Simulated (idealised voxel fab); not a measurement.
process module | voxel fin reveal
cross-section cut | 200 nm wide | cells 5 nm
A cross-section is a grid of square cells, given in bands from the top down. A band is one or more rows of cells.
Each band's line starts with the height of the band's top and of its bottom, in nm. Then come its materials from left to right, each with its width in nm. One material with "throughout" fills the band from edge to edge. "air" is empty space.
Height 0 is the level under which the wafer as received is all one material. The lowest band goes on downwards, as in "0 down".
A width such as "30 to 40" changes by the same amount from each row of cells to the next, from the band's top row to its bottom row.
"no change" after a step means that no cell of the cross-section changed.
closed voids: empty space of 8 cells or more with no open way to the top, each as width x height at its distance from the left edge, in nm
after a step's settings: what the simulator itself notes on the step
overlay nm, on a step with a mask: how far to the right of its planned place the mask lay; to the left if negative
plan
1 op RECEIVE | material Si
2 op CONFORMAL_DEP | material SiN | thk nm 5
3 op PATTERN | tone cover | mask id FINS | material resist | width nm 15 | pitch nm 45 | thk nm 20 | overlay nm 0
4 op DIRECTIONAL_ETCH | etch materials SiN | depth nm 5
5 op DIRECTIONAL_ETCH | etch materials Si | depth nm 40
6 op STRIP | etch materials resist
7 op OXIDIZE | depth nm 5
8 op FILL_DEP | material SiO2 | thk nm 5
9 op CMP | height nm 5
10 op SELECTIVE_ETCH | etch materials SiO2 | depth nm 35
11 op STRIP | etch materials SiN
first wafer, as planned
as received, after step 1
  0 down: Si throughout
  closed voids: none
after step 2
  5 to 0: SiN throughout
  below 0: unchanged
after step 3
  25 to 5: air 45 | resist 15 | air 30 | resist 15 | air 30 | resist 15 | air 50
  below 5: unchanged
after step 4
  25 to 5: air 45 | resist 15 | air 30 | resist 15 | air 30 | resist 15 | air 50
  5 to 0: air 45 | SiN 15 | air 30 | SiN 15 | air 30 | SiN 15 | air 50
  below 0: unchanged
after step 5
  25 to 5: air 45 | resist 15 | air 30 | resist 15 | air 30 | resist 15 | air 50
  5 to 0: air 45 | SiN 15 | air 30 | SiN 15 | air 30 | SiN 15 | air 50
  0 to -40: air 45 | Si 15 | air 30 | Si 15 | air 30 | Si 15 | air 50
  below -40: unchanged
after step 6
  5 to 0: air 45 | SiN 15 | air 30 | SiN 15 | air 30 | SiN 15 | air 50
  below 0: unchanged
after step 7
  5 to 0: air 45 | SiN 15 | air 30 | SiN 15 | air 30 | SiN 15 | air 50
  0 to -40: air 45 | SiO2 5 | Si 5 | SiO2 5 | air 30 | SiO2 5 | Si 5 | SiO2 5 | air 30 | SiO2 5 | Si 5 | SiO2 5 | air 50
  -40 to -45: SiO2 50 | Si 5 | SiO2 40 | Si 5 | SiO2 40 | Si 5 | SiO2 55
  below -45: unchanged
after step 8
  10 to 5: SiO2 throughout
  5 to 0: SiO2 45 | SiN 15 | SiO2 30 | SiN 15 | SiO2 30 | SiN 15 | SiO2 50
  0 to -45: SiO2 50 | Si 5 | SiO2 40 | Si 5 | SiO2 40 | Si 5 | SiO2 55
  below -45: unchanged
after step 9
  5 to 0: SiO2 45 | SiN 15 | SiO2 30 | SiN 15 | SiO2 30 | SiN 15 | SiO2 50
  below 0: unchanged
after step 10
  5 to 0: air 45 | SiN 15 | air 30 | SiN 15 | air 30 | SiN 15 | air 50
  0 to -30: air 50 | Si 5 | air 40 | Si 5 | air 40 | Si 5 | air 55
  below -30: unchanged
after step 11
  0 to -30: air 50 | Si 5 | air 40 | Si 5 | air 40 | Si 5 | air 55
  below -30: unchanged
second wafer: like start, like plan, one mistake. Through step 2 it matches the first wafer
when step 3 should have ended
  25 to 5: air 35 | resist 15 | air 30 | resist 15 | air 30 | resist 15 | air 60
  below 5: unchanged
when step 4 should have ended
  25 to 5: air 35 | resist 15 | air 30 | resist 15 | air 30 | resist 15 | air 60
  5 to 0: air 35 | SiN 15 | air 30 | SiN 15 | air 30 | SiN 15 | air 60
  below 0: unchanged
when step 5 should have ended
  25 to 5: air 35 | resist 15 | air 30 | resist 15 | air 30 | resist 15 | air 60
  5 to 0: air 35 | SiN 15 | air 30 | SiN 15 | air 30 | SiN 15 | air 60
  0 to -40: air 35 | Si 15 | air 30 | Si 15 | air 30 | Si 15 | air 60
  below -40: unchanged
when step 6 should have ended
  5 to 0: air 35 | SiN 15 | air 30 | SiN 15 | air 30 | SiN 15 | air 60
  below 0: unchanged
when step 7 should have ended
  5 to 0: air 35 | SiN 15 | air 30 | SiN 15 | air 30 | SiN 15 | air 60
  0 to -40: air 35 | SiO2 5 | Si 5 | SiO2 5 | air 30 | SiO2 5 | Si 5 | SiO2 5 | air 30 | SiO2 5 | Si 5 | SiO2 5 | air 60
  -40 to -45: SiO2 40 | Si 5 | SiO2 40 | Si 5 | SiO2 40 | Si 5 | SiO2 65
  below -45: unchanged
when step 8 should have ended
  10 to 5: SiO2 throughout
  5 to 0: SiO2 35 | SiN 15 | SiO2 30 | SiN 15 | SiO2 30 | SiN 15 | SiO2 60
  0 to -45: SiO2 40 | Si 5 | SiO2 40 | Si 5 | SiO2 40 | Si 5 | SiO2 65
  below -45: unchanged
when step 9 should have ended
  5 to 0: SiO2 35 | SiN 15 | SiO2 30 | SiN 15 | SiO2 30 | SiN 15 | SiO2 60
  below 0: unchanged
when step 10 should have ended
  5 to 0: air 35 | SiN 15 | air 30 | SiN 15 | air 30 | SiN 15 | air 60
  0 to -30: air 40 | Si 5 | air 40 | Si 5 | air 40 | Si 5 | air 65
  below -30: unchanged
when step 11 should have ended
  0 to -30: air 40 | Si 5 | air 40 | Si 5 | air 40 | Si 5 | air 65
  below -30: unchanged
what went wrong: step 3 ran as: op PATTERN | tone cover | mask id FINS | material resist | width nm 15 | pitch nm 45 | thk nm 20 | overlay nm -10
at the end the second wafer has, in cells: as many of each material as the first, in other places
